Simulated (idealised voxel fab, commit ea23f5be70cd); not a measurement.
process module | voxel wiring stack
cross-section cut | 205 nm wide | cells 5 nm
A cross-section is a grid of square cells, given in bands from the top down. A band is one or more rows of cells.
Each band's line starts with the height of the band's top and of its bottom, in nm. Then come its materials from left to right, each with its width in nm. One material with "throughout" fills the band from edge to edge. "air" is empty space.
Height 0 is the level under which the wafer as received is all one material. The lowest band goes on downwards, as in "0 down".
A width such as "30 to 40" changes by the same amount from each row of cells to the next, from the band's top row to its bottom row.
"no change" after a step means that no cell of the cross-section changed.
closed voids: empty space of 8 cells or more with no open way to the top, each as width x height at its distance from the left edge, in nm
after a step's settings: what the simulator itself notes on the step
overlay nm, on a step with a mask: how far to the right of its planned place the mask lay; to the left if negative
plan
1 op RECEIVE | material Si
2 op CONFORMAL_DEP | material SiO2 | thk nm 10
3 op CONFORMAL_DEP | material SiCN | thk nm 5
4 op DIRECTIONAL_DEP | material SiO2 | thk nm 25
5 op PATTERN | tone open | mask id METAL_1 | material resist | width nm 25 | pitch nm 40 | thk nm 20 | overlay nm 0
6 op DIRECTIONAL_ETCH | etch materials SiO2 | depth nm 25
7 op DIRECTIONAL_ETCH | etch materials SiCN | depth nm 5
8 op STRIP | etch materials resist
9 op CONFORMAL_DEP | material TiN | thk nm 5
10 op FILL_DEP | material Cu | thk nm 10
11 op CMP | height nm 40
12 op CONFORMAL_DEP | material SiCN | thk nm 5
13 op DIRECTIONAL_DEP | material SiO2 | thk nm 15
14 op DIRECTIONAL_DEP | material aC | thk nm 15
15 op PATTERN | tone open | mask id PLUG_1 | material resist | width nm 15 | thk nm 30 | overlay nm 0
16 op DIRECTIONAL_ETCH | etch materials aC | depth nm 15
17 op STRIP | etch materials resist
18 op DIRECTIONAL_ETCH | etch materials SiO2 | depth nm 15
19 op DIRECTIONAL_ETCH | etch materials SiCN | depth nm 5
20 op STRIP | etch materials aC
21 op EPI | material Ru | thk nm 10
22 op EPI | material Ru | thk nm 10
23 op DIRECTIONAL_DEP | material TiN | thk nm 5
24 op DIRECTIONAL_DEP | material Ru | thk nm 15
25 op DIRECTIONAL_DEP | material aC | thk nm 10
26 op PATTERN | tone cover | mask id METAL_2 | material resist | width nm 25 | pitch nm 40 | thk nm 25 | overlay nm 0
27 op DIRECTIONAL_ETCH | etch materials aC | depth nm 10
28 op STRIP | etch materials resist
29 op DIRECTIONAL_ETCH | etch materials Ru | depth nm 15
30 op DIRECTIONAL_ETCH | etch materials TiN | depth nm 5
31 op STRIP | etch materials aC
32 op CONFORMAL_DEP | material SiCN | thk nm 5
33 op FILL_DEP | material SiO2 | thk nm 10
34 op CMP | height nm 80
35 op CONFORMAL_DEP | material SiN | thk nm 5
first wafer, as planned
as received, after step 1
  0 down: Si throughout
  closed voids: none
after step 2
  10 to 0: SiO2 throughout
  below 0: unchanged
after step 3
  15 to 10: SiCN throughout
  below 10: unchanged
after step 4
  40 to 15: SiO2 throughout
  below 15: unchanged
after step 5
  60 to 40: resist 70 | air 25 | resist 15 | air 25 | resist 70
  below 40: unchanged
after step 6
  60 to 40: resist 70 | air 25 | resist 15 | air 25 | resist 70
  40 to 15: SiO2 70 | air 25 | SiO2 15 | air 25 | SiO2 70
  below 15: unchanged
after step 7
  60 to 40: resist 70 | air 25 | resist 15 | air 25 | resist 70
  40 to 15: SiO2 70 | air 25 | SiO2 15 | air 25 | SiO2 70
  15 to 10: SiCN 70 | air 25 | SiCN 15 | air 25 | SiCN 70
  below 10: unchanged
after step 8
  40 to 15: SiO2 70 | air 25 | SiO2 15 | air 25 | SiO2 70
  below 15: unchanged
after step 9
  45 to 40: TiN 75 | air 15 | TiN 25 | air 15 | TiN 75
  40 to 15: SiO2 70 | TiN 5 | air 15 | TiN 5 | SiO2 15 | TiN 5 | air 15 | TiN 5 | SiO2 70
  15 to 10: SiCN 70 | TiN 25 | SiCN 15 | TiN 25 | SiCN 70
  below 10: unchanged
after step 10
  55 to 45: Cu throughout
  45 to 40: TiN 75 | Cu 15 | TiN 25 | Cu 15 | TiN 75
  40 to 15: SiO2 70 | TiN 5 | Cu 15 | TiN 5 | SiO2 15 | TiN 5 | Cu 15 | TiN 5 | SiO2 70
  below 15: unchanged
after step 11
  40 to 15: SiO2 70 | TiN 5 | Cu 15 | TiN 5 | SiO2 15 | TiN 5 | Cu 15 | TiN 5 | SiO2 70
  below 15: unchanged
after step 12
  45 to 40: SiCN throughout
  below 40: unchanged
after step 13
  60 to 45: SiO2 throughout
  below 45: unchanged
after step 14
  75 to 60: aC throughout
  below 60: unchanged
after step 15
  105 to 75: resist 70 | air 15 | resist 120
  below 75: unchanged
after step 16
  90 to 75: resist 70 | air 15 | resist 120
  75 to 60: aC 70 | air 15 | aC 120
  below 60: unchanged
after step 17
  75 to 60: aC 70 | air 15 | aC 120
  below 60: unchanged
after step 18
  75 to 60: aC 70 | air 15 | aC 120
  60 to 45: SiO2 70 | air 15 | SiO2 120
  below 45: unchanged
after step 19
  75 to 60: aC 70 | air 15 | aC 120
  60 to 45: SiO2 70 | air 15 | SiO2 120
  45 to 40: SiCN 70 | air 15 | SiCN 120
  below 40: unchanged
after step 20
  60 to 45: SiO2 70 | air 15 | SiO2 120
  below 45: unchanged
after step 21
  60 to 50: SiO2 70 | air 15 | SiO2 120
  50 to 45: SiO2 70 | Ru 15 | SiO2 120
  45 to 40: SiCN 70 | Ru 15 | SiCN 120
  below 40: unchanged
after step 22
  60 to 45: SiO2 70 | Ru 15 | SiO2 120
  below 45: unchanged
after step 23
  65 to 60: TiN throughout
  below 60: unchanged
after step 24
  80 to 65: Ru throughout
  below 65: unchanged
after step 25
  90 to 80: aC throughout
  below 80: unchanged
after step 26
  115 to 90: air 70 | resist 25 | air 15 | resist 25 | air 70
  below 90: unchanged
after step 27
  105 to 90: air 70 | resist 25 | air 15 | resist 25 | air 70
  90 to 80: air 70 | aC 25 | air 15 | aC 25 | air 70
  below 80: unchanged
after step 28
  90 to 80: air 70 | aC 25 | air 15 | aC 25 | air 70
  below 80: unchanged
after step 29
  90 to 80: air 70 | aC 25 | air 15 | aC 25 | air 70
  80 to 65: air 70 | Ru 25 | air 15 | Ru 25 | air 70
  below 65: unchanged
after step 30
  90 to 80: air 70 | aC 25 | air 15 | aC 25 | air 70
  80 to 65: air 70 | Ru 25 | air 15 | Ru 25 | air 70
  65 to 60: air 70 | TiN 25 | air 15 | TiN 25 | air 70
  below 60: unchanged
after step 31
  80 to 65: air 70 | Ru 25 | air 15 | Ru 25 | air 70
  below 65: unchanged
after step 32
  85 to 80: air 65 | SiCN 35 | air 5 | SiCN 35 | air 65
  80 to 65: air 65 | SiCN 5 | Ru 25 | SiCN 5 | air 5 | SiCN 5 | Ru 25 | SiCN 5 | air 65
  65 to 60: SiCN 70 | TiN 25 | SiCN 15 | TiN 25 | SiCN 70
  below 60: unchanged
after step 33
  95 to 85: SiO2 throughout
  85 to 80: SiO2 65 | SiCN 35 | SiO2 5 | SiCN 35 | SiO2 65
  80 to 65: SiO2 65 | SiCN 5 | Ru 25 | SiCN 5 | SiO2 5 | SiCN 5 | Ru 25 | SiCN 5 | SiO2 65
  below 65: unchanged
after step 34
  80 to 65: SiO2 65 | SiCN 5 | Ru 25 | SiCN 5 | SiO2 5 | SiCN 5 | Ru 25 | SiCN 5 | SiO2 65
  below 65: unchanged
after step 35
  85 to 80: SiN throughout
  below 80: unchanged
second wafer: like start, like plan, one mistake. Through step 20 it matches the first wafer
when step 22 should have ended
  70 to 60: air 60 | Ru 35 | air 110
  60 to 45: SiO2 70 | Ru 15 | SiO2 120
  45 to 40: SiCN 70 | Ru 15 | SiCN 120
  below 40: unchanged
when step 23 should have ended
  75 to 70: air 60 | TiN 35 | air 110
  70 to 65: air 60 | Ru 35 | air 110
  65 to 60: TiN 60 | Ru 35 | TiN 110
  below 60: unchanged
when step 24 should have ended
  90 to 80: air 60 | Ru 35 | air 110
  80 to 75: Ru throughout
  75 to 70: Ru 60 | TiN 35 | Ru 110
  70 to 65: Ru throughout
  below 65: unchanged
when step 25 should have ended
  100 to 90: air 60 | aC 35 | air 110
  90 to 80: aC 60 | Ru 35 | aC 110
  below 80: unchanged
when step 26 should have ended
  125 to 100: air 70 | resist 25 | air 15 | resist 25 | air 70
  100 to 90: air 60 | aC 35 | air 15 | resist 25 | air 70
  below 90: unchanged
when step 27 should have ended
  115 to 100: air 70 | resist 25 | air 15 | resist 25 | air 70
  100 to 90: air 70 | aC 25 | air 15 | resist 25 | air 70
  90 to 80: air 60 | Ru 35 | air 15 | aC 25 | air 70
  below 80: unchanged
when step 28 should have ended
  100 to 90: air 70 | aC 25 | air 110
  below 90: unchanged
when step 29 should have ended
  100 to 90: air 70 | aC 25 | air 110
  90 to 80: air 70 | Ru 25 | air 15 | aC 25 | air 70
  80 to 75: air 70 | Ru 25 | air 15 | Ru 25 | air 70
  75 to 70: air 60 | TiN 35 | air 15 | Ru 25 | air 70
  70 to 65: air 60 | Ru 35 | air 15 | Ru 25 | air 70
  below 65: unchanged
when step 30 should have ended
  100 to 90: air 70 | aC 25 | air 110
  90 to 80: air 70 | Ru 25 | air 15 | aC 25 | air 70
  80 to 75: air 70 | Ru 25 | air 15 | Ru 25 | air 70
  75 to 70: air 70 | TiN 25 | air 15 | Ru 25 | air 70
  70 to 65: air 60 | Ru 35 | air 15 | Ru 25 | air 70
  65 to 60: air 60 | Ru 35 | air 15 | TiN 25 | air 70
  below 60: unchanged
when step 31 should have ended
  90 to 80: air 70 | Ru 25 | air 110
  below 80: unchanged
when step 32 should have ended
  95 to 90: air 65 | SiCN 35 | air 105
  90 to 85: air 65 | SiCN 5 | Ru 25 | SiCN 5 | air 105
  85 to 80: air 65 | SiCN 5 | Ru 25 | SiCN 5 | air 5 | SiCN 35 | air 65
  80 to 75: air 65 | SiCN 5 | Ru 25 | SiCN 5 | air 5 | SiCN 5 | Ru 25 | SiCN 5 | air 65
  75 to 70: air 55 | SiCN 15 | TiN 25 | SiCN 5 | air 5 | SiCN 5 | Ru 25 | SiCN 5 | air 65
  70 to 65: air 55 | SiCN 5 | Ru 35 | SiCN 5 | air 5 | SiCN 5 | Ru 25 | SiCN 5 | air 65
  65 to 60: SiCN 60 | Ru 35 | SiCN 15 | TiN 25 | SiCN 70
  below 60: unchanged
when step 33 should have ended
  105 to 95: SiO2 throughout
  95 to 90: SiO2 65 | SiCN 35 | SiO2 105
  90 to 85: SiO2 65 | SiCN 5 | Ru 25 | SiCN 5 | SiO2 105
  85 to 80: SiO2 65 | SiCN 5 | Ru 25 | SiCN 5 | SiO2 5 | SiCN 35 | SiO2 65
  80 to 75: SiO2 65 | SiCN 5 | Ru 25 | SiCN 5 | SiO2 5 | SiCN 5 | Ru 25 | SiCN 5 | SiO2 65
  75 to 70: SiO2 55 | SiCN 15 | TiN 25 | SiCN 5 | SiO2 5 | SiCN 5 | Ru 25 | SiCN 5 | SiO2 65
  70 to 65: SiO2 55 | SiCN 5 | Ru 35 | SiCN 5 | SiO2 5 | SiCN 5 | Ru 25 | SiCN 5 | SiO2 65
  below 65: unchanged
when step 34 should have ended
  80 to 75: SiO2 65 | SiCN 5 | Ru 25 | SiCN 5 | SiO2 5 | SiCN 5 | Ru 25 | SiCN 5 | SiO2 65
  below 75: unchanged
when step 35 should have ended
  85 to 80: SiN throughout
  below 80: unchanged
what went wrong: one of the steps 21 and 22, which are alike, was run twice
at the end the second wafer has, in cells: 4 more of Ru | 4 fewer of SiO2
